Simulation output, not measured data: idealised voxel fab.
Process module under the name voxel self aligned contacts
It is cross-section cut that appears here, measuring 300 nm in width, its square cells being 5 nm in size.
Cross-section format: a grid of square cells, given as bands from top to bottom; each band is one or more rows of cells.
Read a band's entry like this: the first values are the height of its top and the height of its bottom in nm, and what follows is the sequence of materials from left to right, each with its width in nm. Note that "empty" is empty space, and that a single material marked "all across" reaches across the band from edge to edge.
Height is counted from the level 0, under which the received wafer is composed throughout of one material. The lowest of the bands is not closed at the bottom but continues downward, in the notation "top 0, no bottom".
Graded width ("30->40"): value in top row of band = first number; value in bottom row = second number; row-to-row change constant.
The designation "everything unchanged", where it is given for a processing step, indicates that no cell of the cross-section was altered in the course of that step.
"Enclosed void listing" enumerates empty spaces isolated from the top, with no open way to it, that contain at least 8 cells, giving each as width x height at distance from the left edge, all three in nm.
after a step's settings: what the simulator itself notes on the step
Regarding "overlay nm": on a step with a mask, it is the distance the mask lay to the right of its planned place; a negative value places it to the left.
Steps planned for the process
1. RECEIVE | material Si
2. OXIDIZE | depth nm 5
3. DIRECTIONAL_DEP | material polySi | thk nm 30
4. DIRECTIONAL_DEP | material SiN | thk nm 20
5. DIRECTIONAL_DEP | material aC | thk nm 10
6. PATTERN | tone cover | mask id GATE | material resist | width nm 30 | pitch nm 65 | thk nm 30 | overlay nm 0
7. DIRECTIONAL_ETCH | etch materials aC | depth nm 10
8. STRIP | etch materials resist
9. DIRECTIONAL_ETCH | etch materials SiN | depth nm 20
10. DIRECTIONAL_ETCH | etch materials polySi | depth nm 30
11. STRIP | etch materials aC
12. CONFORMAL_DEP | material SiN | thk nm 5
13. DIRECTIONAL_ETCH | etch materials SiN | depth nm 5
14. FILL_DEP | material SiO2 | thk nm 10
15. CMP | height nm 55
16. MASKED_ETCH | tone open | mask id CONTACT | width nm 45 | pitch nm 65 | etch materials SiO2 | depth nm 60 | overlay nm 0
17. CONFORMAL_DEP | material TiN | thk nm 5
18. FILL_DEP | material Ru | thk nm 10
19. CMP | height nm 55
20. CONFORMAL_DEP | material SiN | thk nm 5
The first of two wafers, run as planned
Wafer as received: cross-section following step 1
- top 0, no bottom | Si all across
- Enclosed void listing: none
Presented here is a cross-section of the wafer after step 2 has been performed
- top 0, bottom -5 | SiO2 all across
- Below -5, the layers are the same as they were.
Presented here is a cross-section of the wafer after step 3 has been performed
- top 30, bottom 0 | polySi all across
- Below 0, the layers are the same as they were.
Presented here is a cross-section of the wafer after step 4 has been performed
- top 50, bottom 30 | SiN all across
- Below 30, the layers are the same as they were.
Presented here is a cross-section of the wafer after step 5 has been performed
- top 60, bottom 50 | aC all across
- Below 50, the layers are the same as they were.
Presented here is a cross-section of the wafer after step 6 has been performed
- top 90, bottom 60 | empty 70; resist 30; empty 35; resist 30; empty 35; resist 30; empty 70
- Below 60, the layers are the same as they were.
Presented here is a cross-section of the wafer after step 7 has been performed
- top 80, bottom 60 | empty 70; resist 30; empty 35; resist 30; empty 35; resist 30; empty 70
- top 60, bottom 50 | empty 70; aC 30; empty 35; aC 30; empty 35; aC 30; empty 70
- Below 50, the layers are the same as they were.
Presented here is a cross-section of the wafer after step 8 has been performed
- top 60, bottom 50 | empty 70; aC 30; empty 35; aC 30; empty 35; aC 30; empty 70
- Below 50, the layers are the same as they were.
Presented here is a cross-section of the wafer after step 9 has been performed
- top 60, bottom 50 | empty 70; aC 30; empty 35; aC 30; empty 35; aC 30; empty 70
- top 50, bottom 30 | empty 70; SiN 30; empty 35; SiN 30; empty 35; SiN 30; empty 70
- Below 30, the layers are the same as they were.
Presented here is a cross-section of the wafer after step 10 has been performed
- top 60, bottom 50 | empty 70; aC 30; empty 35; aC 30; empty 35; aC 30; empty 70
- top 50, bottom 30 | empty 70; SiN 30; empty 35; SiN 30; empty 35; SiN 30; empty 70
- top 30, bottom 0 | empty 70; polySi 30; empty 35; polySi 30; empty 35; polySi 30; empty 70
- Below 0, the layers are the same as they were.
Presented here is a cross-section of the wafer after step 11 has been performed
- top 50, bottom 30 | empty 70; SiN 30; empty 35; SiN 30; empty 35; SiN 30; empty 70
- Below 30, the layers are the same as they were.
Presented here is a cross-section of the wafer after step 12 has been performed
- top 55, bottom 30 | empty 65; SiN 40; empty 25; SiN 40; empty 25; SiN 40; empty 65
- top 30, bottom 5 | empty 65; SiN 5; polySi 30; SiN 5; empty 25; SiN 5; polySi 30; SiN 5; empty 25; SiN 5; polySi 30; SiN 5; empty 65
- top 5, bottom 0 | SiN 70; polySi 30; SiN 35; polySi 30; SiN 35; polySi 30; SiN 70
- Below 0, the layers are the same as they were.
Presented here is a cross-section of the wafer after step 13 has been performed
- top 50, bottom 30 | empty 65; SiN 40; empty 25; SiN 40; empty 25; SiN 40; empty 65
- top 30, bottom 0 | empty 65; SiN 5; polySi 30; SiN 5; empty 25; SiN 5; polySi 30; SiN 5; empty 25; SiN 5; polySi 30; SiN 5; empty 65
- Below 0, the layers are the same as they were.
Presented here is a cross-section of the wafer after step 14 has been performed
- top 60, bottom 50 | SiO2 all across
- top 50, bottom 30 | SiO2 65; SiN 40; SiO2 25; SiN 40; SiO2 25; SiN 40; SiO2 65
- top 30, bottom 0 | SiO2 65; SiN 5; polySi 30; SiN 5; SiO2 25; SiN 5; polySi 30; SiN 5; SiO2 25; SiN 5; polySi 30; SiN 5; SiO2 65
- Below 0, the layers are the same as they were.
Presented here is a cross-section of the wafer after step 15 has been performed
- top 55, bottom 50 | SiO2 all across
- Below 50, the layers are the same as they were.
Presented here is a cross-section of the wafer after step 16 has been performed
- top 55, bottom 50 | SiO2 95; empty 45; SiO2 20; empty 45; SiO2 95
- top 50, bottom 30 | SiO2 65; SiN 40; empty 25; SiN 40; empty 25; SiN 40; SiO2 65
- top 30, bottom 0 | SiO2 65; SiN 5; polySi 30; SiN 5; empty 25; SiN 5; polySi 30; SiN 5; empty 25; SiN 5; polySi 30; SiN 5; SiO2 65
- top 0, bottom -5 | SiO2 105; empty 25; SiO2 40; empty 25; SiO2 105
- Below -5, the layers are the same as they were.
Presented here is a cross-section of the wafer after step 17 has been performed
- top 60, bottom 55 | TiN 100; empty 35; TiN 30; empty 35; TiN 100
- top 55, bottom 50 | SiO2 95; TiN 15; empty 15; TiN 15; SiO2 20; TiN 15; empty 15; TiN 15; SiO2 95
- top 50, bottom 30 | SiO2 65; SiN 40; TiN 5; empty 15; TiN 5; SiN 40; TiN 5; empty 15; TiN 5; SiN 40; SiO2 65
- top 30, bottom 0 | SiO2 65; SiN 5; polySi 30; SiN 5; TiN 5; empty 15; TiN 5; SiN 5; polySi 30; SiN 5; TiN 5; empty 15; TiN 5; SiN 5; polySi 30; SiN 5; SiO2 65
- top 0, bottom -5 | SiO2 105; TiN 25; SiO2 40; TiN 25; SiO2 105
- Below -5, the layers are the same as they were.
Presented here is a cross-section of the wafer after step 18 has been performed
- top 70, bottom 60 | Ru all across
- top 60, bottom 55 | TiN 100; Ru 35; TiN 30; Ru 35; TiN 100
- top 55, bottom 50 | SiO2 95; TiN 15; Ru 15; TiN 15; SiO2 20; TiN 15; Ru 15; TiN 15; SiO2 95
- top 50, bottom 30 | SiO2 65; SiN 40; TiN 5; Ru 15; TiN 5; SiN 40; TiN 5; Ru 15; TiN 5; SiN 40; SiO2 65
- top 30, bottom 0 | SiO2 65; SiN 5; polySi 30; SiN 5; TiN 5; Ru 15; TiN 5; SiN 5; polySi 30; SiN 5; TiN 5; Ru 15; TiN 5; SiN 5; polySi 30; SiN 5; SiO2 65
- Below 0, the layers are the same as they were.
Presented here is a cross-section of the wafer after step 19 has been performed
- top 55, bottom 50 | SiO2 95; TiN 15; Ru 15; TiN 15; SiO2 20; TiN 15; Ru 15; TiN 15; SiO2 95
- Below 50, the layers are the same as they were.
Presented here is a cross-section of the wafer after step 20 has been performed
- top 60, bottom 55 | SiN all across
- Below 55, the layers are the same as they were.
The second wafer: identical to the first at the outset and in its planned sequence, differing only in that one mistake was made during processing; up to and including step 18, its path is the first wafer's path
X-section, second wafer, when step 19 was due to finish: everything unchanged
X-section, second wafer, when step 20 was due to finish
- top 75, bottom 70 | SiN all across
- Below 70, the layers are the same as they were.
Error vs. plan: no execution of plan step 19; skipped
Counted in cells at the end, the second wafer holds more or fewer of these materials than the first: +134 Ru | +46 TiN
